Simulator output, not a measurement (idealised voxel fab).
process module | voxel ribs on slabs
cross-section cut | 200 nm wide | cells 5 nm
A cross-section is a grid of square cells, given in bands from the top down. A band is one or more rows of cells.
Each band's line starts with the height of the band's top and of its bottom, in nm. Then come its materials from left to right, each with its width in nm. One material with "throughout" fills the band from edge to edge. "air" is empty space.
Height 0 is the level under which the wafer as received is all one material. The lowest band goes on downwards, as in "0 down".
A width such as "30 to 40" changes by the same amount from each row of cells to the next, from the band's top row to its bottom row.
"no change" after a step means that no cell of the cross-section changed.
closed voids: empty space of 8 cells or more with no open way to the top, each as width x height at its distance from the left edge, in nm
after a step's settings: what the simulator itself notes on the step
overlay nm, on a step with a mask: how far to the right of its planned place the mask lay; to the left if negative
plan
1 op RECEIVE | material Si
2 op DIRECTIONAL_DEP | material SiO2 | thk nm 25
3 op DIRECTIONAL_DEP | material SiN | thk nm 25
4 op MASKED_ETCH | tone cover | mask id RIB | width nm 25 | etch materials SiN | depth nm 20 | overlay nm 0
5 op DIRECTIONAL_DEP | material aC | thk nm 15
6 op PATTERN | tone cover | mask id SLAB | material resist | width nm 55 | thk nm 30 | overlay nm 0
7 op DIRECTIONAL_ETCH | etch materials aC | depth nm 15
8 op STRIP | etch materials resist
9 op DIRECTIONAL_ETCH | etch materials SiN | depth nm 5
10 op STRIP | etch materials aC
11 op FILL_DEP | material SiO2 | thk nm 20
12 op CMP | height nm 60
13 op DIRECTIONAL_DEP | material W | thk nm 5
14 op MASKED_ETCH | tone cover | mask id HEATER | width nm 35 | etch materials W | depth nm 5 | overlay nm 0
15 op CONFORMAL_DEP | material SiN | thk nm 10
as received, after step 1
  0 down: Si throughout
  closed voids: none
a wafer at the end: this start, this plan, one mistake
  75 to 70: air 70 | SiN 55 | air 75
  70 to 65: SiN throughout
  65 to 60: SiN 80 | W 35 | SiN 85
  60 to 25: SiO2 throughout
  25 to 0: SiN throughout
  0 down: Si throughout
  closed voids: none
what went wrong: steps 2 and 3 were swapped
